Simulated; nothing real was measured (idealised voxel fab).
Documented hereafter: the process module known as voxel released beams.
255 nm wide, 5 nm square cells: that's cross-section cut.
How to read a cross-section here: the picture is a grid of square cells, written as bands going from the top down, and any band can span one or more rows of cells. Look at the band entry: it leads with the top's height and the bottom's height in nm. Then it lists the materials left to right, with a width in nm for each. The word "everywhere" on a single material says that material fills the band edge to edge. The word "empty" is empty space. Beneath 0, the wafer as received is one material, and that level is where height counting begins. The lowest band goes on downward without a bottom; it is written like "0 -> down". A width given as "30..40" starts at the first number in the band's top row and ends at the second number in its bottom row, shifting by an equal amount at every step from row to row. "no change occurred" means the step left every cell of the cross-section as it was. Look at "Internal closed voids" for the closed voids: empty spaces with no open path to the top, sized 8 cells or up. Each is width x height at distance, distance from the left edge, all nm. Post-settings text on a step line: simulator's own remark regarding the step. The "overlay nm" setting may appear on a step's line; for a step that uses a mask, it gives how far to the right of its planned position the mask lay, and a negative value indicates the left. Each pair of cross-sections that follows straddles one process step: the one shows the state before the step, the other the state after it, down to the lowest band that changed and no further. The step in question, and its settings, are given under the pair. Note that a pair is not necessarily a continuation of the pair above it, since pairs can come from different runs of this module on the same starting wafer; it is a continuation only where its entry headed "Before the process" says so.
Before the process
0 -> down  Si everywhere
Internal closed voids: none
Post-Process Section
5 -> 0  SiN everywhere
No changes below 0.
Internal closed voids: none
What was done to get from the upper cross-section to the lower one? CONFORMAL_DEP: material SiN, thk nm 5
Before the process: it's just the after picture from the pair right above this one.
Post-Process Section
25 -> 5  SiO2 everywhere
No changes below 5.
Internal closed voids: none
What was done to get from the upper cross-section to the lower one? DIRECTIONAL_DEP: material SiO2, thk nm 20
Before the process: it's just the after picture from the pair right above this one.
Post-Process Section
25 -> 5  85 SiO2  40 empty  130 SiO2
No changes below 5.
Internal closed voids: none
What was done to get from the upper cross-section to the lower one? MASKED_ETCH: tone open, mask id ANCHOR, width nm 40, etch materials SiO2, depth nm 20, overlay nm 0
Before the process: it's just the after picture from the pair right above this one.
Post-Process Section
40 -> 25  100 TiN  10 empty  145 TiN
25 -> 20  85 SiO2  15 TiN  10 empty  15 TiN  130 SiO2
20 -> 5  85 SiO2  40 TiN  130 SiO2
No changes below 5.
Internal closed voids: none
What was done to get from the upper cross-section to the lower one? CONFORMAL_DEP: material TiN, thk nm 15
Before the process: it's just the after picture from the pair right above this one.
Post-Process Section
50 -> 40  100 aC  10 empty  145 aC
40 -> 30  100 TiN  10 empty  145 TiN
30 -> 25  100 TiN  10 aC  145 TiN
25 -> 20  85 SiO2  15 TiN  10 aC  15 TiN  130 SiO2
No changes below 20.
Internal closed voids: none
What was done to get from the upper cross-section to the lower one? DIRECTIONAL_DEP: material aC, thk nm 10
Before the process: it's just the after picture from the pair right above this one.
Post-Process Section
75 -> 50  80 empty  85 resist  90 empty
50 -> 40  100 aC  10 resist  145 aC
40 -> 30  100 TiN  10 resist  145 TiN
No changes below 30.
Internal closed voids: none
What was done to get from the upper cross-section to the lower one? PATTERN: tone cover, mask id BEAM, material resist, width nm 85, thk nm 25, overlay nm 0
Before the process: it's just the after picture from the pair right above this one.
Post-Process Section
65 -> 50  80 empty  85 resist  90 empty
50 -> 40  80 empty  20 aC  10 resist  55 aC  90 empty
No changes below 40.
Internal closed voids: none
What was done to get from the upper cross-section to the lower one? DIRECTIONAL_ETCH: etch materials aC, depth nm 10
Before the process: it's just the after picture from the pair right above this one.
Post-Process Section
50 -> 40  80 empty  20 aC  10 empty  55 aC  90 empty
40 -> 30  100 TiN  10 empty  145 TiN
No changes below 30.
Internal closed voids: none
What was done to get from the upper cross-section to the lower one? STRIP: etch materials resist
Before the process: it's just the after picture from the pair right above this one.
Post-Process Section
50 -> 40  80 empty  20 aC  10 empty  55 aC  90 empty
40 -> 30  80 empty  20 TiN  10 empty  55 TiN  90 empty
30 -> 25  80 empty  20 TiN  10 aC  55 TiN  90 empty
No changes below 25.
Internal closed voids: none
What was done to get from the upper cross-section to the lower one? DIRECTIONAL_ETCH: etch materials TiN, depth nm 15
Before the process: it's just the after picture from the pair right above this one.
Post-Process Section
40 -> 25  80 empty  20 TiN  10 empty  55 TiN  90 empty
25 -> 20  85 SiO2  15 TiN  10 empty  15 TiN  130 SiO2
No changes below 20.
Internal closed voids: none
What was done to get from the upper cross-section to the lower one? STRIP: etch materials aC
Before the process: it's just the after picture from the pair right above this one.
Post-Process Section
40 -> 25  80 empty  20 TiN  10 empty  55 TiN  90 empty
25 -> 20  85 empty  15 TiN  10 empty  15 TiN  130 empty
20 -> 5  85 empty  40 TiN  130 empty
No changes below 5.
Internal closed voids: none
What was done to get from the upper cross-section to the lower one? STRIP: etch materials SiO2
Before the process
5 -> 0  SiN everywhere
0 -> down  Si everywhere
Internal closed voids: none
Post-Process Section
20 -> 5  TiN everywhere
No changes below 5.
Internal closed voids: none
What was done to get from the upper cross-section to the lower one? CONFORMAL_DEP: material TiN, thk nm 15
Before the process: it's just the after picture from the pair right above this one.
Post-Process Section
30 -> 20  aC everywhere
No changes below 20.
Internal closed voids: none
What was done to get from the upper cross-section to the lower one? DIRECTIONAL_DEP: material aC, thk nm 10
Before the process: it's just the after picture from the pair right above this one.
Post-Process Section
55 -> 30  80 empty  85 resist  90 empty
No changes below 30.
Internal closed voids: none
What was done to get from the upper cross-section to the lower one? PATTERN: tone cover, mask id BEAM, material resist, width nm 85, thk nm 25, overlay nm 0
Before the process: it's just the after picture from the pair right above this one.
Post-Process Section
45 -> 30  80 empty  85 resist  90 empty
30 -> 20  80 empty  85 aC  90 empty
No changes below 20.
Internal closed voids: none
What was done to get from the upper cross-section to the lower one? DIRECTIONAL_ETCH: etch materials aC, depth nm 10
Before the process: it's just the after picture from the pair right above this one.
Post-Process Section
30 -> 20  80 empty  85 aC  90 empty
No changes below 20.
Internal closed voids: none
What was done to get from the upper cross-section to the lower one? STRIP: etch materials resist
Before the process: it's just the after picture from the pair right above this one.
Post-Process Section
30 -> 20  80 empty  85 aC  90 empty
20 -> 5  80 empty  85 TiN  90 empty
No changes below 5.
Internal closed voids: none
What was done to get from the upper cross-section to the lower one? DIRECTIONAL_ETCH: etch materials TiN, depth nm 15
Before the process: it's just the after picture from the pair right above this one.
Post-Process Section
20 -> 5  80 empty  85 TiN  90 empty
No changes below 5.
Internal closed voids: none
What was done to get from the upper cross-section to the lower one? STRIP: etch materials aC
Before the process
40 -> 25  100 TiN  10 empty  145 TiN
25 -> 20  85 SiO2  15 TiN  10 empty  15 TiN  130 SiO2
20 -> 5  85 SiO2  40 TiN  130 SiO2
5 -> 0  SiN everywhere
0 -> down  Si everywhere
Internal closed voids: none
Post-Process Section
55 -> 25  TiN everywhere
25 -> 5  85 SiO2  40 TiN  130 SiO2
No changes below 5.
Internal closed voids: none
What was done to get from the upper cross-section to the lower one? CONFORMAL_DEP: material TiN, thk nm 15
Before the process: it's just the after picture from the pair right above this one.
Post-Process Section
65 -> 55  aC everywhere
No changes below 55.
Internal closed voids: none
What was done to get from the upper cross-section to the lower one? DIRECTIONAL_DEP: material aC, thk nm 10
Before the process: it's just the after picture from the pair right above this one.
Post-Process Section
90 -> 65  80 empty  85 resist  90 empty
No changes below 65.
Internal closed voids: none
What was done to get from the upper cross-section to the lower one? PATTERN: tone cover, mask id BEAM, material resist, width nm 85, thk nm 25, overlay nm 0
Before the process: it's just the after picture from the pair right above this one.
Post-Process Section
80 -> 65  80 empty  85 resist  90 empty
65 -> 55  80 empty  85 aC  90 empty
No changes below 55.
Internal closed voids: none
What was done to get from the upper cross-section to the lower one? DIRECTIONAL_ETCH: etch materials aC, depth nm 10
Before the process: it's just the after picture from the pair right above this one.
Post-Process Section
65 -> 55  80 empty  85 aC  90 empty
No changes below 55.
Internal closed voids: none
What was done to get from the upper cross-section to the lower one? STRIP: etch materials resist
Before the process: it's just the after picture from the pair right above this one.
Post-Process Section
65 -> 55  80 empty  85 aC  90 empty
55 -> 40  80 empty  85 TiN  90 empty
No changes below 40.
Internal closed voids: none
What was done to get from the upper cross-section to the lower one? DIRECTIONAL_ETCH: etch materials TiN, depth nm 15
Before the process: it's just the after picture from the pair right above this one.
Post-Process Section
55 -> 40  80 empty  85 TiN  90 empty
No changes below 40.
Internal closed voids: none
What was done to get from the upper cross-section to the lower one? STRIP: etch materials aC
Before the process
0 -> down  Si everywhere
Internal closed voids: none
Post-Process Section
20 -> 0  SiO2 everywhere
No changes below 0.
Internal closed voids: none
What was done to get from the upper cross-section to the lower one? DIRECTIONAL_DEP: material SiO2, thk nm 20
Before the process: it's just the after picture from the pair right above this one.
Post-Process Section
25 -> 20  SiN everywhere
No changes below 20.
Internal closed voids: none
What was done to get from the upper cross-section to the lower one? CONFORMAL_DEP: material SiN, thk nm 5
Before the process: it's just the after picture from the pair right above this one.
Post-Process Section
40 -> 25  TiN everywhere
No changes below 25.
Internal closed voids: none
What was done to get from the upper cross-section to the lower one? CONFORMAL_DEP: material TiN, thk nm 15
Before the process: it's just the after picture from the pair right above this one.
Post-Process Section
50 -> 40  aC everywhere
No changes below 40.
Internal closed voids: none
What was done to get from the upper cross-section to the lower one? DIRECTIONAL_DEP: material aC, thk nm 10
Before the process: it's just the after picture from the pair right above this one.
Post-Process Section
75 -> 50  80 empty  85 resist  90 empty
No changes below 50.
Internal closed voids: none
What was done to get from the upper cross-section to the lower one? PATTERN: tone cover, mask id BEAM, material resist, width nm 85, thk nm 25, overlay nm 0
Before the process: it's just the after picture from the pair right above this one.
Post-Process Section
65 -> 50  80 empty  85 resist  90 empty
50 -> 40  80 empty  85 aC  90 empty
No changes below 40.
Internal closed voids: none
What was done to get from the upper cross-section to the lower one? DIRECTIONAL_ETCH: etch materials aC, depth nm 10
Before the process: it's just the after picture from the pair right above this one.
Post-Process Section
50 -> 40  80 empty  85 aC  90 empty
No changes below 40.
Internal closed voids: none
What was done to get from the upper cross-section to the lower one? STRIP: etch materials resist
Before the process: it's just the after picture from the pair right above this one.
Post-Process Section
50 -> 40  80 empty  85 aC  90 empty
40 -> 25  80 empty  85 TiN  90 empty
No changes below 25.
Internal closed voids: none
What was done to get from the upper cross-section to the lower one? DIRECTIONAL_ETCH: etch materials TiN, depth nm 15
Before the process: it's just the after picture from the pair right above this one.
Post-Process Section
40 -> 25  80 empty  85 TiN  90 empty
No changes below 25.
Internal closed voids: none
What was done to get from the upper cross-section to the lower one? STRIP: etch materials aC
Before the process
25 -> 5  85 SiO2  40 empty  130 SiO2
5 -> 0  SiN everywhere
0 -> down  Si everywhere
Internal closed voids: none
Post-Process Section
35 -> 25  95 TiN  20 empty  140 TiN
25 -> 15  85 SiO2  10 TiN  20 empty  10 TiN  130 SiO2
15 -> 5  85 SiO2  40 TiN  130 SiO2
No changes below 5.
Internal closed voids: none
What was done to get from the upper cross-section to the lower one? CONFORMAL_DEP: material TiN, thk nm 10
Before the process: it's just the after picture from the pair right above this one.
Post-Process Section
45 -> 35  95 aC  20 empty  140 aC
35 -> 25  95 TiN  20 empty  140 TiN
25 -> 15  85 SiO2  10 TiN  20 aC  10 TiN  130 SiO2
No changes below 15.
Internal closed voids: none
What was done to get from the upper cross-section to the lower one? DIRECTIONAL_DEP: material aC, thk nm 10
Before the process: it's just the after picture from the pair right above this one.
Post-Process Section
70 -> 45  80 empty  85 resist  90 empty
45 -> 35  95 aC  20 resist  140 aC
35 -> 25  95 TiN  20 resist  140 TiN
No changes below 25.
Internal closed voids: none
What was done to get from the upper cross-section to the lower one? PATTERN: tone cover, mask id BEAM, material resist, width nm 85, thk nm 25, overlay nm 0
Before the process: it's just the after picture from the pair right above this one.
Post-Process Section
60 -> 45  80 empty  85 resist  90 empty
45 -> 35  80 empty  15 aC  20 resist  50 aC  90 empty
No changes below 35.
Internal closed voids: none
What was done to get from the upper cross-section to the lower one? DIRECTIONAL_ETCH: etch materials aC, depth nm 10
Before the process: it's just the after picture from the pair right above this one.
Post-Process Section
45 -> 35  80 empty  15 aC  20 empty  50 aC  90 empty
35 -> 25  95 TiN  20 empty  140 TiN
No changes below 25.
Internal closed voids: none
What was done to get from the upper cross-section to the lower one? STRIP: etch materials resist
Before the process: it's just the after picture from the pair right above this one.
Post-Process Section
45 -> 35  80 empty  15 aC  20 empty  50 aC  90 empty
35 -> 25  80 empty  15 TiN  20 empty  50 TiN  90 empty
No changes below 25.
Internal closed voids: none
What was done to get from the upper cross-section to the lower one? DIRECTIONAL_ETCH: etch materials TiN, depth nm 15
Before the process: it's just the after picture from the pair right above this one.
Post-Process Section
35 -> 25  80 empty  15 TiN  20 empty  50 TiN  90 empty
25 -> 15  85 SiO2  10 TiN  20 empty  10 TiN  130 SiO2
No changes below 15.
Internal closed voids: none
What was done to get from the upper cross-section to the lower one? STRIP: etch materials aC
Before the process: it's just the after picture from the pair right above this one.
Post-Process Section
35 -> 25  80 empty  15 TiN  20 empty  50 TiN  90 empty
25 -> 15  85 empty  10 TiN  20 empty  10 TiN  130 empty
15 -> 5  85 empty  40 TiN  130 empty
No changes below 5.
Internal closed voids: none
What was done to get from the upper cross-section to the lower one? STRIP: etch materials SiO2
Before the process
50 -> 40  100 aC  10 empty  145 aC
40 -> 30  100 TiN  10 empty  145 TiN
30 -> 25  100 TiN  10 aC  145 TiN
25 -> 20  85 SiO2  15 TiN  10 aC  15 TiN  130 SiO2
20 -> 5  85 SiO2  40 TiN  130 SiO2
5 -> 0  SiN everywhere
0 -> down  Si everywhere
Internal closed voids: none
Post-Process Section
75 -> 50  85 empty  75 resist  95 empty
50 -> 40  100 aC  10 resist  145 aC
40 -> 30  100 TiN  10 resist  145 TiN
No changes below 30.
Internal closed voids: none
What was done to get from the upper cross-section to the lower one? PATTERN: tone cover, mask id BEAM, material resist, width nm 75, thk nm 25, overlay nm 0
Before the process: it's just the after picture from the pair right above this one.
Post-Process Section
65 -> 50  85 empty  75 resist  95 empty
50 -> 40  85 empty  15 aC  10 resist  50 aC  95 empty
No changes below 40.
Internal closed voids: none
What was done to get from the upper cross-section to the lower one? DIRECTIONAL_ETCH: etch materials aC, depth nm 10
Before the process: it's just the after picture from the pair right above this one.
Post-Process Section
50 -> 40  85 empty  15 aC  10 empty  50 aC  95 empty
40 -> 30  100 TiN  10 empty  145 TiN
No changes below 30.
Internal closed voids: none
What was done to get from the upper cross-section to the lower one? STRIP: etch materials resist
Before the process: it's just the after picture from the pair right above this one.
Post-Process Section
50 -> 40  85 empty  15 aC  10 empty  50 aC  95 empty
40 -> 30  85 empty  15 TiN  10 empty  50 TiN  95 empty
30 -> 25  85 empty  15 TiN  10 aC  50 TiN  95 empty
No changes below 25.
Internal closed voids: none
What was done to get from the upper cross-section to the lower one? DIRECTIONAL_ETCH: etch materials TiN, depth nm 15
Before the process: it's just the after picture from the pair right above this one.
Post-Process Section
40 -> 25  85 empty  15 TiN  10 empty  50 TiN  95 empty
25 -> 20  85 SiO2  15 TiN  10 empty  15 TiN  130 SiO2
No changes below 20.
Internal closed voids: none
What was done to get from the upper cross-section to the lower one? STRIP: etch materials aC
Before the process: it's just the after picture from the pair right above this one.
Post-Process Section
40 -> 25  85 empty  15 TiN  10 empty  50 TiN  95 empty
25 -> 20  85 empty  15 TiN  10 empty  15 TiN  130 empty
20 -> 5  85 empty  40 TiN  130 empty
No changes below 5.
Internal closed voids: none
What was done to get from the upper cross-section to the lower one? STRIP: etch materials SiO2
Before the process
25 -> 5  SiO2 everywhere
5 -> 0  SiN everywhere
0 -> down  Si everywhere
Internal closed voids: none
Post-Process Section
25 -> 5  75 SiO2  40 empty  140 SiO2
No changes below 5.
Internal closed voids: none
What was done to get from the upper cross-section to the lower one? MASKED_ETCH: tone open, mask id ANCHOR, width nm 40, etch materials SiO2, depth nm 20, overlay nm -10
Before the process: it's just the after picture from the pair right above this one.
Post-Process Section
40 -> 25  90 TiN  10 empty  155 TiN
25 -> 20  75 SiO2  15 TiN  10 empty  15 TiN  140 SiO2
20 -> 5  75 SiO2  40 TiN  140 SiO2
No changes below 5.
Internal closed voids: none
What was done to get from the upper cross-section to the lower one? CONFORMAL_DEP: material TiN, thk nm 15
Before the process: it's just the after picture from the pair right above this one.
Post-Process Section
50 -> 40  90 aC  10 empty  155 aC
40 -> 30  90 TiN  10 empty  155 TiN
30 -> 25  90 TiN  10 aC  155 TiN
25 -> 20  75 SiO2  15 TiN  10 aC  15 TiN  140 SiO2
No changes below 20.
Internal closed voids: none
What was done to get from the upper cross-section to the lower one? DIRECTIONAL_DEP: material aC, thk nm 10
Before the process: it's just the after picture from the pair right above this one.
Post-Process Section
75 -> 50  80 empty  85 resist  90 empty
50 -> 40  90 aC  10 resist  155 aC
40 -> 30  90 TiN  10 resist  155 TiN
No changes below 30.
Internal closed voids: none
What was done to get from the upper cross-section to the lower one? PATTERN: tone cover, mask id BEAM, material resist, width nm 85, thk nm 25, overlay nm 0
Before the process: it's just the after picture from the pair right above this one.
Post-Process Section
65 -> 50  80 empty  85 resist  90 empty
50 -> 40  80 empty  10 aC  10 resist  65 aC  90 empty
No changes below 40.
Internal closed voids: none
What was done to get from the upper cross-section to the lower one? DIRECTIONAL_ETCH: etch materials aC, depth nm 10
Before the process: it's just the after picture from the pair right above this one.
Post-Process Section
50 -> 40  80 empty  10 aC  10 empty  65 aC  90 empty
40 -> 30  90 TiN  10 empty  155 TiN
No changes below 30.
Internal closed voids: none
What was done to get from the upper cross-section to the lower one? STRIP: etch materials resist
Before the process: it's just the after picture from the pair right above this one.
Post-Process Section
50 -> 40  80 empty  10 aC  10 empty  65 aC  90 empty
40 -> 30  80 empty  10 TiN  10 empty  65 TiN  90 empty
30 -> 25  80 empty  10 TiN  10 aC  65 TiN  90 empty
No changes below 25.
Internal closed voids: none
What was done to get from the upper cross-section to the lower one? DIRECTIONAL_ETCH: etch materials TiN, depth nm 15
Before the process: it's just the after picture from the pair right above this one.
Post-Process Section
40 -> 25  80 empty  10 TiN  10 empty  65 TiN  90 empty
25 -> 20  75 SiO2  15 TiN  10 empty  15 TiN  140 SiO2
No changes below 20.
Internal closed voids: none
What was done to get from the upper cross-section to the lower one? STRIP: etch materials aC
Before the process: it's just the after picture from the pair right above this one.
Post-Process Section
40 -> 25  80 empty  10 TiN  10 empty  65 TiN  90 empty
25 -> 20  75 empty  15 TiN  10 empty  15 TiN  140 empty
20 -> 5  75 empty  40 TiN  140 empty
No changes below 5.
Internal closed voids: none
What was done to get from the upper cross-section to the lower one? STRIP: etch materials SiO2
Before the process
5 -> 0  SiN everywhere
0 -> down  Si everywhere
Internal closed voids: none
Post-Process Section
25 -> 5  TiN everywhere
No changes below 5.
Internal closed voids: none
What was done to get from the upper cross-section to the lower one? DIRECTIONAL_DEP: material TiN, thk nm 20
Before the process: it's just the after picture from the pair right above this one.
Post-Process Section
40 -> 5  TiN everywhere
No changes below 5.
Internal closed voids: none
What was done to get from the upper cross-section to the lower one? CONFORMAL_DEP: material TiN, thk nm 15
Before the process: it's just the after picture from the pair right above this one.
Post-Process Section
50 -> 40  aC everywhere
No changes below 40.
Internal closed voids: none
What was done to get from the upper cross-section to the lower one? DIRECTIONAL_DEP: material aC, thk nm 10
Before the process: it's just the after picture from the pair right above this one.
Post-Process Section
75 -> 50  80 empty  85 resist  90 empty
No changes below 50.
Internal closed voids: none
What was done to get from the upper cross-section to the lower one? PATTERN: tone cover, mask id BEAM, material resist, width nm 85, thk nm 25, overlay nm 0
Before the process: it's just the after picture from the pair right above this one.
Post-Process Section
65 -> 50  80 empty  85 resist  90 empty
50 -> 40  80 empty  85 aC  90 empty
No changes below 40.
Internal closed voids: none
What was done to get from the upper cross-section to the lower one? DIRECTIONAL_ETCH: etch materials aC, depth nm 10
Before the process: it's just the after picture from the pair right above this one.
Post-Process Section
50 -> 40  80 empty  85 aC  90 empty
No changes below 40.
Internal closed voids: none
What was done to get from the upper cross-section to the lower one? STRIP: etch materials resist
Before the process: it's just the after picture from the pair right above this one.
Post-Process Section
50 -> 40  80 empty  85 aC  90 empty
40 -> 25  80 empty  85 TiN  90 empty
No changes below 25.
Internal closed voids: none
What was done to get from the upper cross-section to the lower one? DIRECTIONAL_ETCH: etch materials TiN, depth nm 15
Before the process: it's just the after picture from the pair right above this one.
Post-Process Section
40 -> 25  80 empty  85 TiN  90 empty
No changes below 25.
Internal closed voids: none
What was done to get from the upper cross-section to the lower one? STRIP: etch materials aC
Before the process
25 -> 5  SiO2 everywhere
5 -> 0  SiN everywhere
0 -> down  Si everywhere
Internal closed voids: none
Post-Process Section
25 -> 5  85 empty  40 SiO2  130 empty
No changes below 5.
Internal closed voids: none
What was done to get from the upper cross-section to the lower one? MASKED_ETCH: tone cover, mask id ANCHOR, width nm 40, etch materials SiO2, depth nm 20, overlay nm 0
Before the process: it's just the after picture from the pair right above this one.
Post-Process Section
40 -> 25  70 empty  70 TiN  115 empty
25 -> 20  70 empty  15 TiN  40 SiO2  15 TiN  115 empty
20 -> 5  85 TiN  40 SiO2  130 TiN
No changes below 5.
Internal closed voids: none
What was done to get from the upper cross-section to the lower one? CONFORMAL_DEP: material TiN, thk nm 15
Before the process: it's just the after picture from the pair right above this one.
Post-Process Section
50 -> 40  70 empty  70 aC  115 empty
40 -> 30  70 empty  70 TiN  115 empty
30 -> 25  70 aC  70 TiN  115 aC
25 -> 20  70 aC  15 TiN  40 SiO2  15 TiN  115 aC
No changes below 20.
Internal closed voids: none
What was done to get from the upper cross-section to the lower one? DIRECTIONAL_DEP: material aC, thk nm 10
Before the process: it's just the after picture from the pair right above this one.
Post-Process Section
75 -> 50  80 empty  85 resist  90 empty
50 -> 40  70 empty  70 aC  25 resist  90 empty
40 -> 30  70 empty  70 TiN  25 resist  90 empty
No changes below 30.
Internal closed voids: none
What was done to get from the upper cross-section to the lower one? PATTERN: tone cover, mask id BEAM, material resist, width nm 85, thk nm 25, overlay nm 0
Before the process: it's just the after picture from the pair right above this one.
Post-Process Section
65 -> 50  80 empty  85 resist  90 empty
50 -> 40  80 empty  60 aC  25 resist  90 empty
40 -> 30  70 empty  70 TiN  25 resist  90 empty
30 -> 25  70 empty  70 TiN  25 aC  90 empty
25 -> 20  70 empty  15 TiN  40 SiO2  15 TiN  25 aC  90 empty
No changes below 20.
Internal closed voids: none
What was done to get from the upper cross-section to the lower one? DIRECTIONAL_ETCH: etch materials aC, depth nm 10
Before the process: it's just the after picture from the pair right above this one.
Post-Process Section
50 -> 40  80 empty  60 aC  115 empty
40 -> 30  70 empty  70 TiN  115 empty
No changes below 30.
Internal closed voids: none
What was done to get from the upper cross-section to the lower one? STRIP: etch materials resist
Before the process: it's just the after picture from the pair right above this one.
Post-Process Section
50 -> 40  80 empty  60 aC  115 empty
40 -> 30  80 empty  60 TiN  115 empty
30 -> 25  80 empty  60 TiN  25 aC  90 empty
25 -> 20  70 empty  15 TiN  40 SiO2  15 TiN  25 aC  90 empty
20 -> 5  70 empty  15 TiN  40 SiO2  40 TiN  90 empty
No changes below 5.
Internal closed voids: none
What was done to get from the upper cross-section to the lower one? DIRECTIONAL_ETCH: etch materials TiN, depth nm 15
Before the process: it's just the after picture from the pair right above this one.
Post-Process Section
40 -> 25  80 empty  60 TiN  115 empty
25 -> 20  70 empty  15 TiN  40 SiO2  15 TiN  115 empty
No changes below 20.
Internal closed voids: none
What was done to get from the upper cross-section to the lower one? STRIP: etch materials aC
